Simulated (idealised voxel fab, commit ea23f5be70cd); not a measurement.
voxel wiring stack: a process module
235 nm wide, 5 nm square cells: that's cross-section cut.
A cross-section is a grid of square cells, given in bands from the top down. A band is one or more rows of cells. Top height, bottom height, nm. Materials left to right, width each, nm. Single material + "edge to edge" = fills band edge to edge. "air" = empty. Beneath 0, the wafer as received is one material, and that level is where height counting begins. The lowest band goes on downward without a bottom; it is written like "z 0 and below". The expression "30 to 40" gives the width at the extremes of the band, the first number at its top row of cells and the second at its bottom row, with the width changing by equal amounts from each row to the next in between. Where a step carries "no change", the cross-section came out of it unchanged, cell for cell. "Cavities, sealed" specifies each empty space that is not open to the top and that occupies no fewer than 8 cells, using the form width x height at distance, the distance measured from the left edge and all three quantities in nm. What comes after the settings on a step's line is commentary from the simulator itself on that step. When a step includes a mask, the "overlay nm" setting on its line states how far to the right of its planned place that mask lay, and negative values state how far to the left.
Set out below are the planned steps of the process
1 RECEIVE (material Si)
2 CONFORMAL_DEP (material SiO2; thk nm 10)
3 CONFORMAL_DEP (material SiCN; thk nm 5)
4 DIRECTIONAL_DEP (material lowk; thk nm 15)
5 DIRECTIONAL_DEP (material aC; thk nm 15)
6 PATTERN (tone open; mask id METAL_1; material resist; width nm 25; pitch nm 50; thk nm 30; overlay nm 0)
7 DIRECTIONAL_ETCH (etch materials aC; depth nm 15)
8 STRIP (etch materials resist)
9 DIRECTIONAL_ETCH (etch materials lowk; depth nm 15)
10 DIRECTIONAL_ETCH (etch materials SiCN; depth nm 5)
11 STRIP (etch materials aC)
12 CONFORMAL_DEP (material TiN; thk nm 5)
13 FILL_DEP (material Cu; thk nm 10)
14 CMP (height nm 30)
15 CONFORMAL_DEP (material SiCN; thk nm 5)
16 DIRECTIONAL_DEP (material lowk; thk nm 15)
17 DIRECTIONAL_DEP (material aC; thk nm 10)
18 PATTERN (tone open; mask id PLUG_1; material resist; width nm 15; pitch nm 50; thk nm 30; overlay nm 0)
19 DIRECTIONAL_ETCH (etch materials aC; depth nm 10)
20 STRIP (etch materials resist)
21 DIRECTIONAL_ETCH (etch materials lowk; depth nm 15)
22 DIRECTIONAL_ETCH (etch materials SiCN; depth nm 5)
23 STRIP (etch materials aC)
24 CONFORMAL_DEP (material TiN; thk nm 5)
25 FILL_DEP (material Cu; thk nm 5)
26 CMP (height nm 50)
27 CONFORMAL_DEP (material SiCN; thk nm 5)
28 DIRECTIONAL_DEP (material SiO2; thk nm 20)
29 PATTERN (tone open; mask id METAL_2; material resist; width nm 25; pitch nm 50; thk nm 20; overlay nm 0)
30 DIRECTIONAL_ETCH (etch materials SiO2; depth nm 20)
31 DIRECTIONAL_ETCH (etch materials SiCN; depth nm 5)
32 STRIP (etch materials resist)
33 CONFORMAL_DEP (material TiN; thk nm 5)
34 FILL_DEP (material W; thk nm 10)
35 CMP (height nm 75)
36 CONFORMAL_DEP (material SiCN; thk nm 5)
37 DIRECTIONAL_DEP (material SiO2; thk nm 25)
38 DIRECTIONAL_DEP (material aC; thk nm 15)
39 PATTERN (tone open; mask id METAL_3; material resist; width nm 25; pitch nm 50; thk nm 35; overlay nm 0)
40 DIRECTIONAL_ETCH (etch materials aC; depth nm 15)
41 STRIP (etch materials resist)
42 DIRECTIONAL_ETCH (etch materials SiO2; depth nm 15)
43 STRIP (etch materials aC)
44 PATTERN (tone open; mask id METAL_3_HOLES; material resist; width nm 15; pitch nm 50; thk nm 15; overlay nm 0)
45 DIRECTIONAL_ETCH (etch materials SiO2; depth nm 10)
46 DIRECTIONAL_ETCH (etch materials SiCN; depth nm 5)
47 STRIP (etch materials resist)
48 CONFORMAL_DEP (material TiN; thk nm 5)
49 FILL_DEP (material Ru; thk nm 10)
50 CMP (height nm 105)
51 CONFORMAL_DEP (material SiCN; thk nm 5)
Concerning the first of two wafers, which was run in accordance with the plan
As received (post step 1): cross-section
> z 0 and below | Si edge to edge
> Cavities, sealed: none
Cross-section of the wafer after step 2
> z 10 to 0 | SiO2 edge to edge
> For the remainder of the cross-section, below 0, there is no change.
Cross-section of the wafer after step 3
> z 15 to 10 | SiCN edge to edge
> For the remainder of the cross-section, below 10, there is no change.
Cross-section of the wafer after step 4
> z 30 to 15 | lowk edge to edge
> For the remainder of the cross-section, below 15, there is no change.
Cross-section of the wafer after step 5
> z 45 to 30 | aC edge to edge
> For the remainder of the cross-section, below 30, there is no change.
Cross-section of the wafer after step 6
> z 75 to 45 | 80 of resist, 25 of air, 25 of resist, 25 of air, 80 of resist
> For the remainder of the cross-section, below 45, there is no change.
Cross-section of the wafer after step 7
> z 60 to 45 | 80 of resist, 25 of air, 25 of resist, 25 of air, 80 of resist
> z 45 to 30 | 80 of aC, 25 of air, 25 of aC, 25 of air, 80 of aC
> For the remainder of the cross-section, below 30, there is no change.
Cross-section of the wafer after step 8
> z 45 to 30 | 80 of aC, 25 of air, 25 of aC, 25 of air, 80 of aC
> For the remainder of the cross-section, below 30, there is no change.
Cross-section of the wafer after step 9
> z 45 to 30 | 80 of aC, 25 of air, 25 of aC, 25 of air, 80 of aC
> z 30 to 15 | 80 of lowk, 25 of air, 25 of lowk, 25 of air, 80 of lowk
> For the remainder of the cross-section, below 15, there is no change.
Cross-section of the wafer after step 10
> z 45 to 30 | 80 of aC, 25 of air, 25 of aC, 25 of air, 80 of aC
> z 30 to 15 | 80 of lowk, 25 of air, 25 of lowk, 25 of air, 80 of lowk
> z 15 to 10 | 80 of SiCN, 25 of air, 25 of SiCN, 25 of air, 80 of SiCN
> For the remainder of the cross-section, below 10, there is no change.
Cross-section of the wafer after step 11
> z 30 to 15 | 80 of lowk, 25 of air, 25 of lowk, 25 of air, 80 of lowk
> For the remainder of the cross-section, below 15, there is no change.
Cross-section of the wafer after step 12
> z 35 to 30 | 85 of TiN, 15 of air, 35 of TiN, 15 of air, 85 of TiN
> z 30 to 15 | 80 of lowk, 5 of TiN, 15 of air, 5 of TiN, 25 of lowk, 5 of TiN, 15 of air, 5 of TiN, 80 of lowk
> z 15 to 10 | 80 of SiCN, 25 of TiN, 25 of SiCN, 25 of TiN, 80 of SiCN
> For the remainder of the cross-section, below 10, there is no change.
Cross-section of the wafer after step 13
> z 45 to 35 | Cu edge to edge
> z 35 to 30 | 85 of TiN, 15 of Cu, 35 of TiN, 15 of Cu, 85 of TiN
> z 30 to 15 | 80 of lowk, 5 of TiN, 15 of Cu, 5 of TiN, 25 of lowk, 5 of TiN, 15 of Cu, 5 of TiN, 80 of lowk
> For the remainder of the cross-section, below 15, there is no change.
Cross-section of the wafer after step 14
> z 30 to 15 | 80 of lowk, 5 of TiN, 15 of Cu, 5 of TiN, 25 of lowk, 5 of TiN, 15 of Cu, 5 of TiN, 80 of lowk
> For the remainder of the cross-section, below 15, there is no change.
Cross-section of the wafer after step 15
> z 35 to 30 | SiCN edge to edge
> For the remainder of the cross-section, below 30, there is no change.
Cross-section of the wafer after step 16
> z 50 to 35 | lowk edge to edge
> For the remainder of the cross-section, below 35, there is no change.
Cross-section of the wafer after step 17
> z 60 to 50 | aC edge to edge
> For the remainder of the cross-section, below 50, there is no change.
Cross-section of the wafer after step 18
> z 90 to 60 | 80 of resist, 15 of air, 35 of resist, 15 of air, 90 of resist
> For the remainder of the cross-section, below 60, there is no change.
Cross-section of the wafer after step 19
> z 80 to 60 | 80 of resist, 15 of air, 35 of resist, 15 of air, 90 of resist
> z 60 to 50 | 80 of aC, 15 of air, 35 of aC, 15 of air, 90 of aC
> For the remainder of the cross-section, below 50, there is no change.
Cross-section of the wafer after step 20
> z 60 to 50 | 80 of aC, 15 of air, 35 of aC, 15 of air, 90 of aC
> For the remainder of the cross-section, below 50, there is no change.
Cross-section of the wafer after step 21
> z 60 to 50 | 80 of aC, 15 of air, 35 of aC, 15 of air, 90 of aC
> z 50 to 35 | 80 of lowk, 15 of air, 35 of lowk, 15 of air, 90 of lowk
> For the remainder of the cross-section, below 35, there is no change.
Cross-section of the wafer after step 22
> z 60 to 50 | 80 of aC, 15 of air, 35 of aC, 15 of air, 90 of aC
> z 50 to 35 | 80 of lowk, 15 of air, 35 of lowk, 15 of air, 90 of lowk
> z 35 to 30 | 80 of SiCN, 15 of air, 35 of SiCN, 15 of air, 90 of SiCN
> For the remainder of the cross-section, below 30, there is no change.
Cross-section of the wafer after step 23
> z 50 to 35 | 80 of lowk, 15 of air, 35 of lowk, 15 of air, 90 of lowk
> For the remainder of the cross-section, below 35, there is no change.
Cross-section of the wafer after step 24
> z 55 to 50 | 85 of TiN, 5 of air, 45 of TiN, 5 of air, 95 of TiN
> z 50 to 35 | 80 of lowk, 5 of TiN, 5 of air, 5 of TiN, 35 of lowk, 5 of TiN, 5 of air, 5 of TiN, 90 of lowk
> z 35 to 30 | 80 of SiCN, 15 of TiN, 35 of SiCN, 15 of TiN, 90 of SiCN
> For the remainder of the cross-section, below 30, there is no change.
Cross-section of the wafer after step 25
> z 60 to 55 | Cu edge to edge
> z 55 to 50 | 85 of TiN, 5 of Cu, 45 of TiN, 5 of Cu, 95 of TiN
> z 50 to 35 | 80 of lowk, 5 of TiN, 5 of Cu, 5 of TiN, 35 of lowk, 5 of TiN, 5 of Cu, 5 of TiN, 90 of lowk
> For the remainder of the cross-section, below 35, there is no change.
Cross-section of the wafer after step 26
> z 50 to 35 | 80 of lowk, 5 of TiN, 5 of Cu, 5 of TiN, 35 of lowk, 5 of TiN, 5 of Cu, 5 of TiN, 90 of lowk
> For the remainder of the cross-section, below 35, there is no change.
Cross-section of the wafer after step 27
> z 55 to 50 | SiCN edge to edge
> For the remainder of the cross-section, below 50, there is no change.
Cross-section of the wafer after step 28
> z 75 to 55 | SiO2 edge to edge
> For the remainder of the cross-section, below 55, there is no change.
Cross-section of the wafer after step 29
> z 95 to 75 | 80 of resist, 25 of air, 25 of resist, 25 of air, 80 of resist
> For the remainder of the cross-section, below 75, there is no change.
Cross-section of the wafer after step 30
> z 95 to 75 | 80 of resist, 25 of air, 25 of resist, 25 of air, 80 of resist
> z 75 to 55 | 80 of SiO2, 25 of air, 25 of SiO2, 25 of air, 80 of SiO2
> For the remainder of the cross-section, below 55, there is no change.
Cross-section of the wafer after step 31
> z 95 to 75 | 80 of resist, 25 of air, 25 of resist, 25 of air, 80 of resist
> z 75 to 55 | 80 of SiO2, 25 of air, 25 of SiO2, 25 of air, 80 of SiO2
> z 55 to 50 | 80 of SiCN, 25 of air, 25 of SiCN, 25 of air, 80 of SiCN
> For the remainder of the cross-section, below 50, there is no change.
Cross-section of the wafer after step 32
> z 75 to 55 | 80 of SiO2, 25 of air, 25 of SiO2, 25 of air, 80 of SiO2
> For the remainder of the cross-section, below 55, there is no change.
Cross-section of the wafer after step 33
> z 80 to 75 | 85 of TiN, 15 of air, 35 of TiN, 15 of air, 85 of TiN
> z 75 to 55 | 80 of SiO2, 5 of TiN, 15 of air, 5 of TiN, 25 of SiO2, 5 of TiN, 15 of air, 5 of TiN, 80 of SiO2
> z 55 to 50 | 80 of SiCN, 25 of TiN, 25 of SiCN, 25 of TiN, 80 of SiCN
> For the remainder of the cross-section, below 50, there is no change.
Cross-section of the wafer after step 34
> z 90 to 80 | W edge to edge
> z 80 to 75 | 85 of TiN, 15 of W, 35 of TiN, 15 of W, 85 of TiN
> z 75 to 55 | 80 of SiO2, 5 of TiN, 15 of W, 5 of TiN, 25 of SiO2, 5 of TiN, 15 of W, 5 of TiN, 80 of SiO2
> For the remainder of the cross-section, below 55, there is no change.
Cross-section of the wafer after step 35
> z 75 to 55 | 80 of SiO2, 5 of TiN, 15 of W, 5 of TiN, 25 of SiO2, 5 of TiN, 15 of W, 5 of TiN, 80 of SiO2
> For the remainder of the cross-section, below 55, there is no change.
Cross-section of the wafer after step 36
> z 80 to 75 | SiCN edge to edge
> For the remainder of the cross-section, below 75, there is no change.
Cross-section of the wafer after step 37
> z 105 to 80 | SiO2 edge to edge
> For the remainder of the cross-section, below 80, there is no change.
Cross-section of the wafer after step 38
> z 120 to 105 | aC edge to edge
> For the remainder of the cross-section, below 105, there is no change.
Cross-section of the wafer after step 39
> z 155 to 120 | 80 of resist, 25 of air, 25 of resist, 25 of air, 80 of resist
> For the remainder of the cross-section, below 120, there is no change.
Cross-section of the wafer after step 40
> z 140 to 120 | 80 of resist, 25 of air, 25 of resist, 25 of air, 80 of resist
> z 120 to 105 | 80 of aC, 25 of air, 25 of aC, 25 of air, 80 of aC
> For the remainder of the cross-section, below 105, there is no change.
Cross-section of the wafer after step 41
> z 120 to 105 | 80 of aC, 25 of air, 25 of aC, 25 of air, 80 of aC
> For the remainder of the cross-section, below 105, there is no change.
Cross-section of the wafer after step 42
> z 120 to 105 | 80 of aC, 25 of air, 25 of aC, 25 of air, 80 of aC
> z 105 to 90 | 80 of SiO2, 25 of air, 25 of SiO2, 25 of air, 80 of SiO2
> For the remainder of the cross-section, below 90, there is no change.
Cross-section of the wafer after step 43
> z 105 to 90 | 80 of SiO2, 25 of air, 25 of SiO2, 25 of air, 80 of SiO2
> For the remainder of the cross-section, below 90, there is no change.
Cross-section of the wafer after step 44
> z 120 to 105 | 80 of resist, 15 of air, 35 of resist, 15 of air, 90 of resist
> z 105 to 90 | 80 of SiO2, 15 of air, 10 of resist, 25 of SiO2, 15 of air, 10 of resist, 80 of SiO2
> For the remainder of the cross-section, below 90, there is no change.
Cross-section of the wafer after step 45
> z 120 to 105 | 80 of resist, 15 of air, 35 of resist, 15 of air, 90 of resist
> z 105 to 90 | 80 of SiO2, 15 of air, 10 of resist, 25 of SiO2, 15 of air, 10 of resist, 80 of SiO2
> z 90 to 80 | 80 of SiO2, 15 of air, 35 of SiO2, 15 of air, 90 of SiO2
> For the remainder of the cross-section, below 80, there is no change.
Cross-section of the wafer after step 46
> z 120 to 105 | 80 of resist, 15 of air, 35 of resist, 15 of air, 90 of resist
> z 105 to 90 | 80 of SiO2, 15 of air, 10 of resist, 25 of SiO2, 15 of air, 10 of resist, 80 of SiO2
> z 90 to 80 | 80 of SiO2, 15 of air, 35 of SiO2, 15 of air, 90 of SiO2
> z 80 to 75 | 80 of SiCN, 15 of air, 35 of SiCN, 15 of air, 90 of SiCN
> For the remainder of the cross-section, below 75, there is no change.
Cross-section of the wafer after step 47
> z 105 to 90 | 80 of SiO2, 25 of air, 25 of SiO2, 25 of air, 80 of SiO2
> For the remainder of the cross-section, below 90, there is no change.
Cross-section of the wafer after step 48
> z 110 to 105 | 85 of TiN, 15 of air, 35 of TiN, 15 of air, 85 of TiN
> z 105 to 95 | 80 of SiO2, 5 of TiN, 15 of air, 5 of TiN, 25 of SiO2, 5 of TiN, 15 of air, 5 of TiN, 80 of SiO2
> z 95 to 90 | 80 of SiO2, 5 of TiN, 5 of air, 15 of TiN, 25 of SiO2, 5 of TiN, 5 of air, 15 of TiN, 80 of SiO2
> z 90 to 80 | 80 of SiO2, 5 of TiN, 5 of air, 5 of TiN, 35 of SiO2, 5 of TiN, 5 of air, 5 of TiN, 90 of SiO2
> z 80 to 75 | 80 of SiCN, 15 of TiN, 35 of SiCN, 15 of TiN, 90 of SiCN
> For the remainder of the cross-section, below 75, there is no change.
Cross-section of the wafer after step 49
> z 120 to 110 | Ru edge to edge
> z 110 to 105 | 85 of TiN, 15 of Ru, 35 of TiN, 15 of Ru, 85 of TiN
> z 105 to 95 | 80 of SiO2, 5 of TiN, 15 of Ru, 5 of TiN, 25 of SiO2, 5 of TiN, 15 of Ru, 5 of TiN, 80 of SiO2
> z 95 to 90 | 80 of SiO2, 5 of TiN, 5 of Ru, 15 of TiN, 25 of SiO2, 5 of TiN, 5 of Ru, 15 of TiN, 80 of SiO2
> z 90 to 80 | 80 of SiO2, 5 of TiN, 5 of Ru, 5 of TiN, 35 of SiO2, 5 of TiN, 5 of Ru, 5 of TiN, 90 of SiO2
> For the remainder of the cross-section, below 80, there is no change.
Cross-section of the wafer after step 50
> z 105 to 95 | 80 of SiO2, 5 of TiN, 15 of Ru, 5 of TiN, 25 of SiO2, 5 of TiN, 15 of Ru, 5 of TiN, 80 of SiO2
> For the remainder of the cross-section, below 95, there is no change.
Cross-section of the wafer after step 51
> z 110 to 105 | SiCN edge to edge
> For the remainder of the cross-section, below 105, there is no change.
Second wafer, same starting conditions and recipe as the first, one mistake in executing it, nothing differs from the first up to and including step 13
Cross-section: second wafer, time at which step 14 was scheduled to end: no change
Cross-section: second wafer, time at which step 15 was scheduled to end
> z 50 to 45 | SiCN edge to edge
> For the remainder of the cross-section, below 45, there is no change.
Cross-section: second wafer, time at which step 16 was scheduled to end
> z 65 to 50 | lowk edge to edge
> For the remainder of the cross-section, below 50, there is no change.
Cross-section: second wafer, time at which step 17 was scheduled to end
> z 75 to 65 | aC edge to edge
> For the remainder of the cross-section, below 65, there is no change.
Cross-section: second wafer, time at which step 18 was scheduled to end
> z 105 to 75 | 80 of resist, 15 of air, 35 of resist, 15 of air, 90 of resist
> For the remainder of the cross-section, below 75, there is no change.
Cross-section: second wafer, time at which step 19 was scheduled to end
> z 95 to 75 | 80 of resist, 15 of air, 35 of resist, 15 of air, 90 of resist
> z 75 to 65 | 80 of aC, 15 of air, 35 of aC, 15 of air, 90 of aC
> For the remainder of the cross-section, below 65, there is no change.
Cross-section: second wafer, time at which step 20 was scheduled to end
> z 75 to 65 | 80 of aC, 15 of air, 35 of aC, 15 of air, 90 of aC
> For the remainder of the cross-section, below 65, there is no change.
Cross-section: second wafer, time at which step 21 was scheduled to end
> z 75 to 65 | 80 of aC, 15 of air, 35 of aC, 15 of air, 90 of aC
> z 65 to 50 | 80 of lowk, 15 of air, 35 of lowk, 15 of air, 90 of lowk
> For the remainder of the cross-section, below 50, there is no change.
Cross-section: second wafer, time at which step 22 was scheduled to end
> z 75 to 65 | 80 of aC, 15 of air, 35 of aC, 15 of air, 90 of aC
> z 65 to 50 | 80 of lowk, 15 of air, 35 of lowk, 15 of air, 90 of lowk
> z 50 to 45 | 80 of SiCN, 15 of air, 35 of SiCN, 15 of air, 90 of SiCN
> For the remainder of the cross-section, below 45, there is no change.
Cross-section: second wafer, time at which step 23 was scheduled to end
> z 65 to 50 | 80 of lowk, 15 of air, 35 of lowk, 15 of air, 90 of lowk
> For the remainder of the cross-section, below 50, there is no change.
Cross-section: second wafer, time at which step 24 was scheduled to end
> z 70 to 65 | 85 of TiN, 5 of air, 45 of TiN, 5 of air, 95 of TiN
> z 65 to 50 | 80 of lowk, 5 of TiN, 5 of air, 5 of TiN, 35 of lowk, 5 of TiN, 5 of air, 5 of TiN, 90 of lowk
> z 50 to 45 | 80 of SiCN, 15 of TiN, 35 of SiCN, 15 of TiN, 90 of SiCN
> For the remainder of the cross-section, below 45, there is no change.
Cross-section: second wafer, time at which step 25 was scheduled to end
> z 75 to 70 | Cu edge to edge
> z 70 to 65 | 85 of TiN, 5 of Cu, 45 of TiN, 5 of Cu, 95 of TiN
> z 65 to 50 | 80 of lowk, 5 of TiN, 5 of Cu, 5 of TiN, 35 of lowk, 5 of TiN, 5 of Cu, 5 of TiN, 90 of lowk
> For the remainder of the cross-section, below 50, there is no change.
Cross-section: second wafer, time at which step 26 was scheduled to end
> z 50 to 45 | 80 of SiCN, 15 of TiN, 35 of SiCN, 15 of TiN, 90 of SiCN
> For the remainder of the cross-section, below 45, there is no change.
Cross-section: second wafer, time at which step 27 was scheduled to end
> z 55 to 50 | SiCN edge to edge
> For the remainder of the cross-section, below 50, there is no change.
Cross-section: second wafer, time at which step 28 was scheduled to end
> z 75 to 55 | SiO2 edge to edge
> For the remainder of the cross-section, below 55, there is no change.
Cross-section: second wafer, time at which step 29 was scheduled to end
> z 95 to 75 | 80 of resist, 25 of air, 25 of resist, 25 of air, 80 of resist
> For the remainder of the cross-section, below 75, there is no change.
Cross-section: second wafer, time at which step 30 was scheduled to end
> z 95 to 75 | 80 of resist, 25 of air, 25 of resist, 25 of air, 80 of resist
> z 75 to 55 | 80 of SiO2, 25 of air, 25 of SiO2, 25 of air, 80 of SiO2
> For the remainder of the cross-section, below 55, there is no change.
Cross-section: second wafer, time at which step 31 was scheduled to end
> z 95 to 75 | 80 of resist, 25 of air, 25 of resist, 25 of air, 80 of resist
> z 75 to 55 | 80 of SiO2, 25 of air, 25 of SiO2, 25 of air, 80 of SiO2
> z 55 to 50 | 80 of SiCN, 25 of air, 25 of SiCN, 25 of air, 80 of SiCN
> For the remainder of the cross-section, below 50, there is no change.
Cross-section: second wafer, time at which step 32 was scheduled to end
> z 75 to 55 | 80 of SiO2, 25 of air, 25 of SiO2, 25 of air, 80 of SiO2
> For the remainder of the cross-section, below 55, there is no change.
Cross-section: second wafer, time at which step 33 was scheduled to end
> z 80 to 75 | 85 of TiN, 15 of air, 35 of TiN, 15 of air, 85 of TiN
> z 75 to 55 | 80 of SiO2, 5 of TiN, 15 of air, 5 of TiN, 25 of SiO2, 5 of TiN, 15 of air, 5 of TiN, 80 of SiO2
> z 55 to 45 | 80 of SiCN, 25 to 15 of TiN, 25 to 35 of SiCN, 25 to 15 of TiN, 80 to 90 of SiCN
> For the remainder of the cross-section, below 45, there is no change.
Cross-section: second wafer, time at which step 34 was scheduled to end
> z 90 to 80 | W edge to edge
> z 80 to 75 | 85 of TiN, 15 of W, 35 of TiN, 15 of W, 85 of TiN
> z 75 to 55 | 80 of SiO2, 5 of TiN, 15 of W, 5 of TiN, 25 of SiO2, 5 of TiN, 15 of W, 5 of TiN, 80 of SiO2
> For the remainder of the cross-section, below 55, there is no change.
Cross-section: second wafer, time at which step 35 was scheduled to end
> z 75 to 55 | 80 of SiO2, 5 of TiN, 15 of W, 5 of TiN, 25 of SiO2, 5 of TiN, 15 of W, 5 of TiN, 80 of SiO2
> For the remainder of the cross-section, below 55, there is no change.
Cross-section: second wafer, time at which step 36 was scheduled to end
> z 80 to 75 | SiCN edge to edge
> For the remainder of the cross-section, below 75, there is no change.
Cross-section: second wafer, time at which step 37 was scheduled to end
> z 105 to 80 | SiO2 edge to edge
> For the remainder of the cross-section, below 80, there is no change.
Cross-section: second wafer, time at which step 38 was scheduled to end
> z 120 to 105 | aC edge to edge
> For the remainder of the cross-section, below 105, there is no change.
Cross-section: second wafer, time at which step 39 was scheduled to end
> z 155 to 120 | 80 of resist, 25 of air, 25 of resist, 25 of air, 80 of resist
> For the remainder of the cross-section, below 120, there is no change.
Cross-section: second wafer, time at which step 40 was scheduled to end
> z 140 to 120 | 80 of resist, 25 of air, 25 of resist, 25 of air, 80 of resist
> z 120 to 105 | 80 of aC, 25 of air, 25 of aC, 25 of air, 80 of aC
> For the remainder of the cross-section, below 105, there is no change.
Cross-section: second wafer, time at which step 41 was scheduled to end
> z 120 to 105 | 80 of aC, 25 of air, 25 of aC, 25 of air, 80 of aC
> For the remainder of the cross-section, below 105, there is no change.
Cross-section: second wafer, time at which step 42 was scheduled to end
> z 120 to 105 | 80 of aC, 25 of air, 25 of aC, 25 of air, 80 of aC
> z 105 to 90 | 80 of SiO2, 25 of air, 25 of SiO2, 25 of air, 80 of SiO2
> For the remainder of the cross-section, below 90, there is no change.
Cross-section: second wafer, time at which step 43 was scheduled to end
> z 105 to 90 | 80 of SiO2, 25 of air, 25 of SiO2, 25 of air, 80 of SiO2
> For the remainder of the cross-section, below 90, there is no change.
Cross-section: second wafer, time at which step 44 was scheduled to end
> z 120 to 105 | 80 of resist, 15 of air, 35 of resist, 15 of air, 90 of resist
> z 105 to 90 | 80 of SiO2, 15 of air, 10 of resist, 25 of SiO2, 15 of air, 10 of resist, 80 of SiO2
> For the remainder of the cross-section, below 90, there is no change.
Cross-section: second wafer, time at which step 45 was scheduled to end
> z 120 to 105 | 80 of resist, 15 of air, 35 of resist, 15 of air, 90 of resist
> z 105 to 90 | 80 of SiO2, 15 of air, 10 of resist, 25 of SiO2, 15 of air, 10 of resist, 80 of SiO2
> z 90 to 80 | 80 of SiO2, 15 of air, 35 of SiO2, 15 of air, 90 of SiO2
> For the remainder of the cross-section, below 80, there is no change.
Cross-section: second wafer, time at which step 46 was scheduled to end
> z 120 to 105 | 80 of resist, 15 of air, 35 of resist, 15 of air, 90 of resist
> z 105 to 90 | 80 of SiO2, 15 of air, 10 of resist, 25 of SiO2, 15 of air, 10 of resist, 80 of SiO2
> z 90 to 80 | 80 of SiO2, 15 of air, 35 of SiO2, 15 of air, 90 of SiO2
> z 80 to 75 | 80 of SiCN, 15 of air, 35 of SiCN, 15 of air, 90 of SiCN
> For the remainder of the cross-section, below 75, there is no change.
Cross-section: second wafer, time at which step 47 was scheduled to end
> z 105 to 90 | 80 of SiO2, 25 of air, 25 of SiO2, 25 of air, 80 of SiO2
> For the remainder of the cross-section, below 90, there is no change.
Cross-section: second wafer, time at which step 48 was scheduled to end
> z 110 to 105 | 85 of TiN, 15 of air, 35 of TiN, 15 of air, 85 of TiN
> z 105 to 95 | 80 of SiO2, 5 of TiN, 15 of air, 5 of TiN, 25 of SiO2, 5 of TiN, 15 of air, 5 of TiN, 80 of SiO2
> z 95 to 90 | 80 of SiO2, 5 of TiN, 5 of air, 15 of TiN, 25 of SiO2, 5 of TiN, 5 of air, 15 of TiN, 80 of SiO2
> z 90 to 80 | 80 of SiO2, 5 of TiN, 5 of air, 5 of TiN, 35 of SiO2, 5 of TiN, 5 of air, 5 of TiN, 90 of SiO2
> z 80 to 75 | 80 of SiCN, 15 of TiN, 35 of SiCN, 15 of TiN, 90 of SiCN
> For the remainder of the cross-section, below 75, there is no change.
Cross-section: second wafer, time at which step 49 was scheduled to end
> z 120 to 110 | Ru edge to edge
> z 110 to 105 | 85 of TiN, 15 of Ru, 35 of TiN, 15 of Ru, 85 of TiN
> z 105 to 95 | 80 of SiO2, 5 of TiN, 15 of Ru, 5 of TiN, 25 of SiO2, 5 of TiN, 15 of Ru, 5 of TiN, 80 of SiO2
> z 95 to 90 | 80 of SiO2, 5 of TiN, 5 of Ru, 15 of TiN, 25 of SiO2, 5 of TiN, 5 of Ru, 15 of TiN, 80 of SiO2
> z 90 to 80 | 80 of SiO2, 5 of TiN, 5 of Ru, 5 of TiN, 35 of SiO2, 5 of TiN, 5 of Ru, 5 of TiN, 90 of SiO2
> For the remainder of the cross-section, below 80, there is no change.
Cross-section: second wafer, time at which step 50 was scheduled to end
> z 105 to 95 | 80 of SiO2, 5 of TiN, 15 of Ru, 5 of TiN, 25 of SiO2, 5 of TiN, 15 of Ru, 5 of TiN, 80 of SiO2
> For the remainder of the cross-section, below 95, there is no change.
Cross-section: second wafer, time at which step 51 was scheduled to end
> z 110 to 105 | SiCN edge to edge
> For the remainder of the cross-section, below 105, there is no change.
The plan and the run diverged here: execution of step 14 of the plan did not take place, the step having been omitted
at the end the second wafer has, in cells: 94 more of Cu | 29 more of TiN | 123 fewer of lowk
